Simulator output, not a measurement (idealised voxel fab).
The name of this process module is voxel ribs on slabs.
For reference, the cross-section in this document is cut, with width 270 nm and square cells of 5 nm.
The cross-sections in this document take the form of a grid made of square cells. They are written out as bands, in order from top to bottom. Each band consists of one or more rows of cells. Basically the band line says how high the top is and how high the bottom is, in nm, and then what's in it from left to right, every material with its width in nm. Empty space shows up as "air", and if a single material carries "edge to edge" it runs the full band edge to edge. Heights are measured from 0, the level below which the as-received wafer is all one material; the lowest band has no bottom and continues downward, written as in "0 -> down". You'd read "30 to 40" like this: the band's top row of cells is as wide as the first number, its bottom row is as wide as the second, and going down, every row changes width by the same amount as the row before did. Key: "nothing was modified" - step with no changed cell in the cross-section. The entry titled "Voids, fully enclosed" provides the empty spaces that have no open way to the top, restricted to those of 8 cells or more. Each is presented as width x height at distance, the distance being measured from the left edge, with all three in nm. If you see something after the settings on a step's line, that's the simulator's own remark about that step. Each step line may optionally specify "overlay nm", which for a step with a mask gives the rightward distance between the mask's planned place and where it lay, a negative value indicating the leftward direction. Pairs follow: section before one process step, section after it down to the lowest changed band, step with settings underneath. Pairs may come from different runs of this module on the same starting wafer; continuity with the pair above only as stated in the "Pre-process cross-section" entry.
## Pre-process cross-section
> 0 -> down | Si edge to edge
> Voids, fully enclosed: none
## Post-Step Section View
> 25 -> 0 | SiO2 edge to edge
> Heights below 0 show no change.
> Voids, fully enclosed: none
Step, pre vs post cross-sections above: DIRECTIONAL_DEP with material SiO2, thk nm 25
Pre-process cross-section: as in the pair right above, post-step view.
## Post-Step Section View
> 40 -> 25 | polySi edge to edge
> Heights below 25 show no change.
> Voids, fully enclosed: none
Step, pre vs post cross-sections above: DIRECTIONAL_DEP with material polySi, thk nm 15
Pre-process cross-section: as in the pair right above, post-step view.
## Post-Step Section View
> 40 -> 35 | air 125 nm, then polySi 20 nm, then air 125 nm
> Heights below 35 show no change.
> Voids, fully enclosed: none
Step, pre vs post cross-sections above: MASKED_ETCH with tone cover, mask id RIB, width nm 20, etch materials polySi, depth nm 5, overlay nm 0
Pre-process cross-section: as in the pair right above, post-step view.
## Post-Step Section View
> 40 -> 35 | air 125 nm, then polySi 20 nm, then air 125 nm
> 35 -> 25 | air 95 nm, then polySi 80 nm, then air 95 nm
> Heights below 25 show no change.
> Voids, fully enclosed: none
Step, pre vs post cross-sections above: MASKED_ETCH with tone cover, mask id SLAB, width nm 80, etch materials polySi, depth nm 10, overlay nm 0
Pre-process cross-section: as in the pair right above, post-step view.
## Post-Step Section View
> 55 -> 40 | SiO2 edge to edge
> 40 -> 35 | SiO2 125 nm, then polySi 20 nm, then SiO2 125 nm
> 35 -> 25 | SiO2 95 nm, then polySi 80 nm, then SiO2 95 nm
> Heights below 25 show no change.
> Voids, fully enclosed: none
Step, pre vs post cross-sections above: FILL_DEP with material SiO2, thk nm 15
Pre-process cross-section: as in the pair right above, post-step view.
## Post-Step Section View
> 50 -> 40 | SiO2 edge to edge
> Heights below 40 show no change.
> Voids, fully enclosed: none
Step, pre vs post cross-sections above: CMP with height nm 50
Pre-process cross-section: as in the pair right above, post-step view.
## Post-Step Section View
> 60 -> 50 | TiN edge to edge
> Heights below 50 show no change.
> Voids, fully enclosed: none
Step, pre vs post cross-sections above: DIRECTIONAL_DEP with material TiN, thk nm 10
Pre-process cross-section: as in the pair right above, post-step view.
## Post-Step Section View
> 70 -> 60 | aC edge to edge
> Heights below 60 show no change.
> Voids, fully enclosed: none
Step, pre vs post cross-sections above: DIRECTIONAL_DEP with material aC, thk nm 10
Pre-process cross-section: as in the pair right above, post-step view.
## Post-Step Section View
> 95 -> 70 | air 120 nm, then resist 30 nm, then air 120 nm
> Heights below 70 show no change.
> Voids, fully enclosed: none
Step, pre vs post cross-sections above: PATTERN with tone cover, mask id HEATER, material resist, width nm 30, thk nm 25, overlay nm 0
Pre-process cross-section: as in the pair right above, post-step view.
## Post-Step Section View
> 85 -> 70 | air 120 nm, then resist 30 nm, then air 120 nm
> 70 -> 60 | air 120 nm, then aC 30 nm, then air 120 nm
> Heights below 60 show no change.
> Voids, fully enclosed: none
Step, pre vs post cross-sections above: DIRECTIONAL_ETCH with etch materials aC, depth nm 10
Pre-process cross-section: as in the pair right above, post-step view.
## Post-Step Section View
> 70 -> 60 | air 120 nm, then aC 30 nm, then air 120 nm
> Heights below 60 show no change.
> Voids, fully enclosed: none
Step, pre vs post cross-sections above: STRIP with etch materials resist
Pre-process cross-section: as in the pair right above, post-step view.
## Post-Step Section View
> 70 -> 60 | air 120 nm, then aC 30 nm, then air 120 nm
> 60 -> 50 | air 120 nm, then TiN 30 nm, then air 120 nm
> Heights below 50 show no change.
> Voids, fully enclosed: none
Step, pre vs post cross-sections above: DIRECTIONAL_ETCH with etch materials TiN, depth nm 10
Pre-process cross-section: as in the pair right above, post-step view.
## Post-Step Section View
> 60 -> 50 | air 120 nm, then TiN 30 nm, then air 120 nm
> Heights below 50 show no change.
> Voids, fully enclosed: none
Step, pre vs post cross-sections above: STRIP with etch materials aC
Pre-process cross-section: as in the pair right above, post-step view.
## Post-Step Section View
> 65 -> 60 | air 115 nm, then SiN 40 nm, then air 115 nm
> 60 -> 55 | air 115 nm, then SiN 5 nm, then TiN 30 nm, then SiN 5 nm, then air 115 nm
> 55 -> 50 | SiN 120 nm, then TiN 30 nm, then SiN 120 nm
> Heights below 50 show no change.
> Voids, fully enclosed: none
Step, pre vs post cross-sections above: CONFORMAL_DEP with material SiN, thk nm 5
## Pre-process cross-section
> 40 -> 25 | polySi edge to edge
> 25 -> 0 | SiO2 edge to edge
> 0 -> down | Si edge to edge
> Voids, fully enclosed: none
## Post-Step Section View
> 55 -> 25 | polySi edge to edge
> Heights below 25 show no change.
> Voids, fully enclosed: none
Step, pre vs post cross-sections above: DIRECTIONAL_DEP with material polySi, thk nm 15
Pre-process cross-section: as in the pair right above, post-step view.
## Post-Step Section View
> 55 -> 50 | air 125 nm, then polySi 20 nm, then air 125 nm
> Heights below 50 show no change.
> Voids, fully enclosed: none
Step, pre vs post cross-sections above: MASKED_ETCH with tone cover, mask id RIB, width nm 20, etch materials polySi, depth nm 5, overlay nm 0
Pre-process cross-section: as in the pair right above, post-step view.
## Post-Step Section View
> 55 -> 50 | air 125 nm, then polySi 20 nm, then air 125 nm
> 50 -> 40 | air 95 nm, then polySi 80 nm, then air 95 nm
> Heights below 40 show no change.
> Voids, fully enclosed: none
Step, pre vs post cross-sections above: MASKED_ETCH with tone cover, mask id SLAB, width nm 80, etch materials polySi, depth nm 10, overlay nm 0
Pre-process cross-section: as in the pair right above, post-step view.
## Post-Step Section View
> 70 -> 55 | SiO2 edge to edge
> 55 -> 50 | SiO2 125 nm, then polySi 20 nm, then SiO2 125 nm
> 50 -> 40 | SiO2 95 nm, then polySi 80 nm, then SiO2 95 nm
> Heights below 40 show no change.
> Voids, fully enclosed: none
Step, pre vs post cross-sections above: FILL_DEP with material SiO2, thk nm 15
Pre-process cross-section: as in the pair right above, post-step view.
## Post-Step Section View
> 50 -> 40 | SiO2 95 nm, then polySi 80 nm, then SiO2 95 nm
> Heights below 40 show no change.
> Voids, fully enclosed: none
Step, pre vs post cross-sections above: CMP with height nm 50
Pre-process cross-section: as in the pair right above, post-step view.
## Post-Step Section View
> 60 -> 50 | TiN edge to edge
> Heights below 50 show no change.
> Voids, fully enclosed: none
Step, pre vs post cross-sections above: DIRECTIONAL_DEP with material TiN, thk nm 10
Pre-process cross-section: as in the pair right above, post-step view.
## Post-Step Section View
> 70 -> 60 | aC edge to edge
> Heights below 60 show no change.
> Voids, fully enclosed: none
Step, pre vs post cross-sections above: DIRECTIONAL_DEP with material aC, thk nm 10
Pre-process cross-section: as in the pair right above, post-step view.
## Post-Step Section View
> 95 -> 70 | air 120 nm, then resist 30 nm, then air 120 nm
> Heights below 70 show no change.
> Voids, fully enclosed: none
Step, pre vs post cross-sections above: PATTERN with tone cover, mask id HEATER, material resist, width nm 30, thk nm 25, overlay nm 0
Pre-process cross-section: as in the pair right above, post-step view.
## Post-Step Section View
> 85 -> 70 | air 120 nm, then resist 30 nm, then air 120 nm
> 70 -> 60 | air 120 nm, then aC 30 nm, then air 120 nm
> Heights below 60 show no change.
> Voids, fully enclosed: none
Step, pre vs post cross-sections above: DIRECTIONAL_ETCH with etch materials aC, depth nm 10
Pre-process cross-section: as in the pair right above, post-step view.
## Post-Step Section View
> 70 -> 60 | air 120 nm, then aC 30 nm, then air 120 nm
> Heights below 60 show no change.
> Voids, fully enclosed: none
Step, pre vs post cross-sections above: STRIP with etch materials resist
Pre-process cross-section: as in the pair right above, post-step view.
## Post-Step Section View
> 70 -> 60 | air 120 nm, then aC 30 nm, then air 120 nm
> 60 -> 50 | air 120 nm, then TiN 30 nm, then air 120 nm
> Heights below 50 show no change.
> Voids, fully enclosed: none
Step, pre vs post cross-sections above: DIRECTIONAL_ETCH with etch materials TiN, depth nm 10
Pre-process cross-section: as in the pair right above, post-step view.
## Post-Step Section View
> 60 -> 50 | air 120 nm, then TiN 30 nm, then air 120 nm
> Heights below 50 show no change.
> Voids, fully enclosed: none
Step, pre vs post cross-sections above: STRIP with etch materials aC
Pre-process cross-section: as in the pair right above, post-step view.
## Post-Step Section View
> 65 -> 60 | air 115 nm, then SiN 40 nm, then air 115 nm
> 60 -> 55 | air 115 nm, then SiN 5 nm, then TiN 30 nm, then SiN 5 nm, then air 115 nm
> 55 -> 50 | SiN 120 nm, then TiN 30 nm, then SiN 120 nm
> Heights below 50 show no change.
> Voids, fully enclosed: none
Step, pre vs post cross-sections above: CONFORMAL_DEP with material SiN, thk nm 5
## Pre-process cross-section
> 0 -> down | Si edge to edge
> Voids, fully enclosed: none
## Post-Step Section View
> 15 -> 0 | polySi edge to edge
> Heights below 0 show no change.
> Voids, fully enclosed: none
Step, pre vs post cross-sections above: DIRECTIONAL_DEP with material polySi, thk nm 15
Pre-process cross-section: as in the pair right above, post-step view.
## Post-Step Section View
> 40 -> 15 | SiO2 edge to edge
> Heights below 15 show no change.
> Voids, fully enclosed: none
Step, pre vs post cross-sections above: DIRECTIONAL_DEP with material SiO2, thk nm 25
Pre-process cross-section: as in the pair right above, post-step view.
## Post-Step Section View
> 55 -> 15 | SiO2 edge to edge
> Heights below 15 show no change.
> Voids, fully enclosed: none
Step, pre vs post cross-sections above: FILL_DEP with material SiO2, thk nm 15
Pre-process cross-section: as in the pair right above, post-step view.
## Post-Step Section View
> 50 -> 15 | SiO2 edge to edge
> Heights below 15 show no change.
> Voids, fully enclosed: none
Step, pre vs post cross-sections above: CMP with height nm 50
Pre-process cross-section: as in the pair right above, post-step view.
## Post-Step Section View
> 60 -> 50 | TiN edge to edge
> Heights below 50 show no change.
> Voids, fully enclosed: none
Step, pre vs post cross-sections above: DIRECTIONAL_DEP with material TiN, thk nm 10
Pre-process cross-section: as in the pair right above, post-step view.
## Post-Step Section View
> 70 -> 60 | aC edge to edge
> Heights below 60 show no change.
> Voids, fully enclosed: none
Step, pre vs post cross-sections above: DIRECTIONAL_DEP with material aC, thk nm 10
Pre-process cross-section: as in the pair right above, post-step view.
## Post-Step Section View
> 95 -> 70 | air 120 nm, then resist 30 nm, then air 120 nm
> Heights below 70 show no change.
> Voids, fully enclosed: none
Step, pre vs post cross-sections above: PATTERN with tone cover, mask id HEATER, material resist, width nm 30, thk nm 25, overlay nm 0
Pre-process cross-section: as in the pair right above, post-step view.
## Post-Step Section View
> 85 -> 70 | air 120 nm, then resist 30 nm, then air 120 nm
> 70 -> 60 | air 120 nm, then aC 30 nm, then air 120 nm
> Heights below 60 show no change.
> Voids, fully enclosed: none
Step, pre vs post cross-sections above: DIRECTIONAL_ETCH with etch materials aC, depth nm 10
Pre-process cross-section: as in the pair right above, post-step view.
## Post-Step Section View
> 70 -> 60 | air 120 nm, then aC 30 nm, then air 120 nm
> Heights below 60 show no change.
> Voids, fully enclosed: none
Step, pre vs post cross-sections above: STRIP with etch materials resist
Pre-process cross-section: as in the pair right above, post-step view.
## Post-Step Section View
> 70 -> 60 | air 120 nm, then aC 30 nm, then air 120 nm
> 60 -> 50 | air 120 nm, then TiN 30 nm, then air 120 nm
> Heights below 50 show no change.
> Voids, fully enclosed: none
Step, pre vs post cross-sections above: DIRECTIONAL_ETCH with etch materials TiN, depth nm 10
Pre-process cross-section: as in the pair right above, post-step view.
## Post-Step Section View
> 60 -> 50 | air 120 nm, then TiN 30 nm, then air 120 nm
> Heights below 50 show no change.
> Voids, fully enclosed: none
Step, pre vs post cross-sections above: STRIP with etch materials aC
Pre-process cross-section: as in the pair right above, post-step view.
## Post-Step Section View
> 65 -> 60 | air 115 nm, then SiN 40 nm, then air 115 nm
> 60 -> 55 | air 115 nm, then SiN 5 nm, then TiN 30 nm, then SiN 5 nm, then air 115 nm
> 55 -> 50 | SiN 120 nm, then TiN 30 nm, then SiN 120 nm
> Heights below 50 show no change.
> Voids, fully enclosed: none
Step, pre vs post cross-sections above: CONFORMAL_DEP with material SiN, thk nm 5
## Pre-process cross-section
> 0 -> down | Si edge to edge
> Voids, fully enclosed: none
## Post-Step Section View
> 35 -> 0 | SiO2 edge to edge
> Heights below 0 show no change.
> Voids, fully enclosed: none
Step, pre vs post cross-sections above: DIRECTIONAL_DEP with material SiO2, thk nm 35
Pre-process cross-section: as in the pair right above, post-step view.
## Post-Step Section View
> 50 -> 35 | polySi edge to edge
> Heights below 35 show no change.
> Voids, fully enclosed: none
Step, pre vs post cross-sections above: DIRECTIONAL_DEP with material polySi, thk nm 15
Pre-process cross-section: as in the pair right above, post-step view.
## Post-Step Section View
> 50 -> 45 | air 125 nm, then polySi 20 nm, then air 125 nm
> Heights below 45 show no change.
> Voids, fully enclosed: none
Step, pre vs post cross-sections above: MASKED_ETCH with tone cover, mask id RIB, width nm 20, etch materials polySi, depth nm 5, overlay nm 0
Pre-process cross-section: as in the pair right above, post-step view.
## Post-Step Section View
> 50 -> 45 | air 125 nm, then polySi 20 nm, then air 125 nm
> 45 -> 35 | air 95 nm, then polySi 80 nm, then air 95 nm
> Heights below 35 show no change.
> Voids, fully enclosed: none
Step, pre vs post cross-sections above: MASKED_ETCH with tone cover, mask id SLAB, width nm 80, etch materials polySi, depth nm 10, overlay nm 0
Pre-process cross-section: as in the pair right above, post-step view.
## Post-Step Section View
> 65 -> 50 | SiO2 edge to edge
> 50 -> 45 | SiO2 125 nm, then polySi 20 nm, then SiO2 125 nm
> 45 -> 35 | SiO2 95 nm, then polySi 80 nm, then SiO2 95 nm
> Heights below 35 show no change.
> Voids, fully enclosed: none
Step, pre vs post cross-sections above: FILL_DEP with material SiO2, thk nm 15
Pre-process cross-section: as in the pair right above, post-step view.
## Post-Step Section View
> 50 -> 45 | SiO2 125 nm, then polySi 20 nm, then SiO2 125 nm
> Heights below 45 show no change.
> Voids, fully enclosed: none
Step, pre vs post cross-sections above: CMP with height nm 50
Pre-process cross-section: as in the pair right above, post-step view.
## Post-Step Section View
> 60 -> 50 | TiN edge to edge
> Heights below 50 show no change.
> Voids, fully enclosed: none
Step, pre vs post cross-sections above: DIRECTIONAL_DEP with material TiN, thk nm 10
Pre-process cross-section: as in the pair right above, post-step view.
## Post-Step Section View
> 70 -> 60 | aC edge to edge
> Heights below 60 show no change.
> Voids, fully enclosed: none
Step, pre vs post cross-sections above: DIRECTIONAL_DEP with material aC, thk nm 10
Pre-process cross-section: as in the pair right above, post-step view.
## Post-Step Section View
> 95 -> 70 | air 120 nm, then resist 30 nm, then air 120 nm
> Heights below 70 show no change.
> Voids, fully enclosed: none
Step, pre vs post cross-sections above: PATTERN with tone cover, mask id HEATER, material resist, width nm 30, thk nm 25, overlay nm 0
Pre-process cross-section: as in the pair right above, post-step view.
## Post-Step Section View
> 85 -> 70 | air 120 nm, then resist 30 nm, then air 120 nm
> 70 -> 60 | air 120 nm, then aC 30 nm, then air 120 nm
> Heights below 60 show no change.
> Voids, fully enclosed: none
Step, pre vs post cross-sections above: DIRECTIONAL_ETCH with etch materials aC, depth nm 10
Pre-process cross-section: as in the pair right above, post-step view.
## Post-Step Section View
> 70 -> 60 | air 120 nm, then aC 30 nm, then air 120 nm
> Heights below 60 show no change.
> Voids, fully enclosed: none
Step, pre vs post cross-sections above: STRIP with etch materials resist
Pre-process cross-section: as in the pair right above, post-step view.
## Post-Step Section View
> 70 -> 60 | air 120 nm, then aC 30 nm, then air 120 nm
> 60 -> 50 | air 120 nm, then TiN 30 nm, then air 120 nm
> Heights below 50 show no change.
> Voids, fully enclosed: none
Step, pre vs post cross-sections above: DIRECTIONAL_ETCH with etch materials TiN, depth nm 10
Pre-process cross-section: as in the pair right above, post-step view.
## Post-Step Section View
> 60 -> 50 | air 120 nm, then TiN 30 nm, then air 120 nm
> Heights below 50 show no change.
> Voids, fully enclosed: none
Step, pre vs post cross-sections above: STRIP with etch materials aC
Pre-process cross-section: as in the pair right above, post-step view.
## Post-Step Section View
> 65 -> 60 | air 115 nm, then SiN 40 nm, then air 115 nm
> 60 -> 55 | air 115 nm, then SiN 5 nm, then TiN 30 nm, then SiN 5 nm, then air 115 nm
> 55 -> 50 | SiN 120 nm, then TiN 30 nm, then SiN 120 nm
> Heights below 50 show no change.
> Voids, fully enclosed: none
Step, pre vs post cross-sections above: CONFORMAL_DEP with material SiN, thk nm 5
## Pre-process cross-section
> 70 -> 60 | aC edge to edge
> 60 -> 50 | TiN edge to edge
> 50 -> 40 | SiO2 edge to edge
> 40 -> 35 | SiO2 125 nm, then polySi 20 nm, then SiO2 125 nm
> 35 -> 25 | SiO2 95 nm, then polySi 80 nm, then SiO2 95 nm
> 25 -> 0 | SiO2 edge to edge
> 0 -> down | Si edge to edge
> Voids, fully enclosed: none
## Post-Step Section View
> 95 -> 70 | air 115 nm, then resist 40 nm, then air 115 nm
> Heights below 70 show no change.
> Voids, fully enclosed: none
Step, pre vs post cross-sections above: PATTERN with tone cover, mask id HEATER, material resist, width nm 40, thk nm 25, overlay nm 0
Pre-process cross-section: as in the pair right above, post-step view.
## Post-Step Section View
> 85 -> 70 | air 115 nm, then resist 40 nm, then air 115 nm
> 70 -> 60 | air 115 nm, then aC 40 nm, then air 115 nm
> Heights below 60 show no change.
> Voids, fully enclosed: none
Step, pre vs post cross-sections above: DIRECTIONAL_ETCH with etch materials aC, depth nm 10
Pre-process cross-section: as in the pair right above, post-step view.
## Post-Step Section View
> 70 -> 60 | air 115 nm, then aC 40 nm, then air 115 nm
> Heights below 60 show no change.
> Voids, fully enclosed: none
Step, pre vs post cross-sections above: STRIP with etch materials resist
Pre-process cross-section: as in the pair right above, post-step view.
## Post-Step Section View
> 70 -> 60 | air 115 nm, then aC 40 nm, then air 115 nm
> 60 -> 50 | air 115 nm, then TiN 40 nm, then air 115 nm
> Heights below 50 show no change.
> Voids, fully enclosed: none
Step, pre vs post cross-sections above: DIRECTIONAL_ETCH with etch materials TiN, depth nm 10
Pre-process cross-section: as in the pair right above, post-step view.
## Post-Step Section View
> 60 -> 50 | air 115 nm, then TiN 40 nm, then air 115 nm
> Heights below 50 show no change.
> Voids, fully enclosed: none
Step, pre vs post cross-sections above: STRIP with etch materials aC
Pre-process cross-section: as in the pair right above, post-step view.
## Post-Step Section View
> 65 -> 60 | air 110 nm, then SiN 50 nm, then air 110 nm
> 60 -> 55 | air 110 nm, then SiN 5 nm, then TiN 40 nm, then SiN 5 nm, then air 110 nm
> 55 -> 50 | SiN 115 nm, then TiN 40 nm, then SiN 115 nm
> Heights below 50 show no change.
> Voids, fully enclosed: none
Step, pre vs post cross-sections above: CONFORMAL_DEP with material SiN, thk nm 5
## Pre-process cross-section
> 40 -> 25 | polySi edge to edge
> 25 -> 0 | SiO2 edge to edge
> 0 -> down | Si edge to edge
> Voids, fully enclosed: none
## Post-Step Section View
> 40 -> 35 | air 130 nm, then polySi 20 nm, then air 120 nm
> Heights below 35 show no change.
> Voids, fully enclosed: none
Step, pre vs post cross-sections above: MASKED_ETCH with tone cover, mask id RIB, width nm 20, etch materials polySi, depth nm 5, overlay nm 5
Pre-process cross-section: as in the pair right above, post-step view.
## Post-Step Section View
> 40 -> 35 | air 130 nm, then polySi 20 nm, then air 120 nm
> 35 -> 25 | air 95 nm, then polySi 80 nm, then air 95 nm
> Heights below 25 show no change.
> Voids, fully enclosed: none
Step, pre vs post cross-sections above: MASKED_ETCH with tone cover, mask id SLAB, width nm 80, etch materials polySi, depth nm 10, overlay nm 0
Pre-process cross-section: as in the pair right above, post-step view.
## Post-Step Section View
> 55 -> 40 | SiO2 edge to edge
> 40 -> 35 | SiO2 130 nm, then polySi 20 nm, then SiO2 120 nm
> 35 -> 25 | SiO2 95 nm, then polySi 80 nm, then SiO2 95 nm
> Heights below 25 show no change.
> Voids, fully enclosed: none
Step, pre vs post cross-sections above: FILL_DEP with material SiO2, thk nm 15
Pre-process cross-section: as in the pair right above, post-step view.
## Post-Step Section View
> 50 -> 40 | SiO2 edge to edge
> Heights below 40 show no change.
> Voids, fully enclosed: none
Step, pre vs post cross-sections above: CMP with height nm 50
Pre-process cross-section: as in the pair right above, post-step view.
## Post-Step Section View
> 60 -> 50 | TiN edge to edge
> Heights below 50 show no change.
> Voids, fully enclosed: none
Step, pre vs post cross-sections above: DIRECTIONAL_DEP with material TiN, thk nm 10
Pre-process cross-section: as in the pair right above, post-step view.
## Post-Step Section View
> 70 -> 60 | aC edge to edge
> Heights below 60 show no change.
> Voids, fully enclosed: none
Step, pre vs post cross-sections above: DIRECTIONAL_DEP with material aC, thk nm 10
Pre-process cross-section: as in the pair right above, post-step view.
## Post-Step Section View
> 95 -> 70 | air 120 nm, then resist 30 nm, then air 120 nm
> Heights below 70 show no change.
> Voids, fully enclosed: none
Step, pre vs post cross-sections above: PATTERN with tone cover, mask id HEATER, material resist, width nm 30, thk nm 25, overlay nm 0
Pre-process cross-section: as in the pair right above, post-step view.
## Post-Step Section View
> 85 -> 70 | air 120 nm, then resist 30 nm, then air 120 nm
> 70 -> 60 | air 120 nm, then aC 30 nm, then air 120 nm
> Heights below 60 show no change.
> Voids, fully enclosed: none
Step, pre vs post cross-sections above: DIRECTIONAL_ETCH with etch materials aC, depth nm 10
Pre-process cross-section: as in the pair right above, post-step view.
## Post-Step Section View
> 70 -> 60 | air 120 nm, then aC 30 nm, then air 120 nm
> Heights below 60 show no change.
> Voids, fully enclosed: none
Step, pre vs post cross-sections above: STRIP with etch materials resist
Pre-process cross-section: as in the pair right above, post-step view.
## Post-Step Section View
> 70 -> 60 | air 120 nm, then aC 30 nm, then air 120 nm
> 60 -> 50 | air 120 nm, then TiN 30 nm, then air 120 nm
> Heights below 50 show no change.
> Voids, fully enclosed: none
Step, pre vs post cross-sections above: DIRECTIONAL_ETCH with etch materials TiN, depth nm 10
Pre-process cross-section: as in the pair right above, post-step view.
## Post-Step Section View
> 60 -> 50 | air 120 nm, then TiN 30 nm, then air 120 nm
> Heights below 50 show no change.
> Voids, fully enclosed: none
Step, pre vs post cross-sections above: STRIP with etch materials aC
Pre-process cross-section: as in the pair right above, post-step view.
## Post-Step Section View
> 65 -> 60 | air 115 nm, then SiN 40 nm, then air 115 nm
> 60 -> 55 | air 115 nm, then SiN 5 nm, then TiN 30 nm, then SiN 5 nm, then air 115 nm
> 55 -> 50 | SiN 120 nm, then TiN 30 nm, then SiN 120 nm
> Heights below 50 show no change.
> Voids, fully enclosed: none
Step, pre vs post cross-sections above: CONFORMAL_DEP with material SiN, thk nm 5
## Pre-process cross-section
> 60 -> 50 | air 120 nm, then TiN 30 nm, then air 120 nm
> 50 -> 40 | SiO2 edge to edge
> 40 -> 35 | SiO2 125 nm, then polySi 20 nm, then SiO2 125 nm
> 35 -> 25 | SiO2 95 nm, then polySi 80 nm, then SiO2 95 nm
> 25 -> 0 | SiO2 edge to edge
> 0 -> down | Si edge to edge
> Voids, fully enclosed: none
## Post-Step Section View
> 65 -> 60 | air 115 nm, then aC 40 nm, then air 115 nm
> 60 -> 55 | air 115 nm, then aC 5 nm, then TiN 30 nm, then aC 5 nm, then air 115 nm
> 55 -> 50 | aC 120 nm, then TiN 30 nm, then aC 120 nm
> Heights below 50 show no change.
> Voids, fully enclosed: none
Step, pre vs post cross-sections above: CONFORMAL_DEP with material aC, thk nm 5
## Pre-process cross-section
> 40 -> 25 | polySi edge to edge
> 25 -> 0 | SiO2 edge to edge
> 0 -> down | Si edge to edge
> Voids, fully enclosed: none
## Post-Step Section View
> 40 -> 35 | polySi 125 nm, then air 20 nm, then polySi 125 nm
> Heights below 35 show no change.
> Voids, fully enclosed: none
Step, pre vs post cross-sections above: MASKED_ETCH with tone open, mask id RIB, width nm 20, etch materials polySi, depth nm 5, overlay nm 0
Pre-process cross-section: as in the pair right above, post-step view.
## Post-Step Section View
> 40 -> 35 | air 95 nm, then polySi 30 nm, then air 20 nm, then polySi 30 nm, then air 95 nm
> 35 -> 30 | air 95 nm, then polySi 80 nm, then air 95 nm
> Heights below 30 show no change.
> Voids, fully enclosed: none
Step, pre vs post cross-sections above: MASKED_ETCH with tone cover, mask id SLAB, width nm 80, etch materials polySi, depth nm 10, overlay nm 0
Pre-process cross-section: as in the pair right above, post-step view.
## Post-Step Section View
> 55 -> 40 | SiO2 edge to edge
> 40 -> 35 | SiO2 95 nm, then polySi 30 nm, then SiO2 20 nm, then polySi 30 nm, then SiO2 95 nm
> 35 -> 30 | SiO2 95 nm, then polySi 80 nm, then SiO2 95 nm
> Heights below 30 show no change.
> Voids, fully enclosed: none
Step, pre vs post cross-sections above: FILL_DEP with material SiO2, thk nm 15
Pre-process cross-section: as in the pair right above, post-step view.
## Post-Step Section View
> 50 -> 40 | SiO2 edge to edge
> Heights below 40 show no change.
> Voids, fully enclosed: none
Step, pre vs post cross-sections above: CMP with height nm 50
Pre-process cross-section: as in the pair right above, post-step view.
## Post-Step Section View
> 60 -> 50 | TiN edge to edge
> Heights below 50 show no change.
> Voids, fully enclosed: none
Step, pre vs post cross-sections above: DIRECTIONAL_DEP with material TiN, thk nm 10
Pre-process cross-section: as in the pair right above, post-step view.
## Post-Step Section View
> 70 -> 60 | aC edge to edge
> Heights below 60 show no change.
> Voids, fully enclosed: none
Step, pre vs post cross-sections above: DIRECTIONAL_DEP with material aC, thk nm 10
Pre-process cross-section: as in the pair right above, post-step view.
## Post-Step Section View
> 95 -> 70 | air 120 nm, then resist 30 nm, then air 120 nm
> Heights below 70 show no change.
> Voids, fully enclosed: none
Step, pre vs post cross-sections above: PATTERN with tone cover, mask id HEATER, material resist, width nm 30, thk nm 25, overlay nm 0
Pre-process cross-section: as in the pair right above, post-step view.
## Post-Step Section View
> 85 -> 70 | air 120 nm, then resist 30 nm, then air 120 nm
> 70 -> 60 | air 120 nm, then aC 30 nm, then air 120 nm
> Heights below 60 show no change.
> Voids, fully enclosed: none
Step, pre vs post cross-sections above: DIRECTIONAL_ETCH with etch materials aC, depth nm 10
Pre-process cross-section: as in the pair right above, post-step view.
## Post-Step Section View
> 70 -> 60 | air 120 nm, then aC 30 nm, then air 120 nm
> Heights below 60 show no change.
> Voids, fully enclosed: none
Step, pre vs post cross-sections above: STRIP with etch materials resist
Pre-process cross-section: as in the pair right above, post-step view.
## Post-Step Section View
> 70 -> 60 | air 120 nm, then aC 30 nm, then air 120 nm
> 60 -> 50 | air 120 nm, then TiN 30 nm, then air 120 nm
> Heights below 50 show no change.
> Voids, fully enclosed: none
Step, pre vs post cross-sections above: DIRECTIONAL_ETCH with etch materials TiN, depth nm 10
Pre-process cross-section: as in the pair right above, post-step view.
## Post-Step Section View
> 60 -> 50 | air 120 nm, then TiN 30 nm, then air 120 nm
> Heights below 50 show no change.
> Voids, fully enclosed: none
Step, pre vs post cross-sections above: STRIP with etch materials aC
Pre-process cross-section: as in the pair right above, post-step view.
## Post-Step Section View
> 65 -> 60 | air 115 nm, then SiN 40 nm, then air 115 nm
> 60 -> 55 | air 115 nm, then SiN 5 nm, then TiN 30 nm, then SiN 5 nm, then air 115 nm
> 55 -> 50 | SiN 120 nm, then TiN 30 nm, then SiN 120 nm
> Heights below 50 show no change.
> Voids, fully enclosed: none
Step, pre vs post cross-sections above: CONFORMAL_DEP with material SiN, thk nm 5
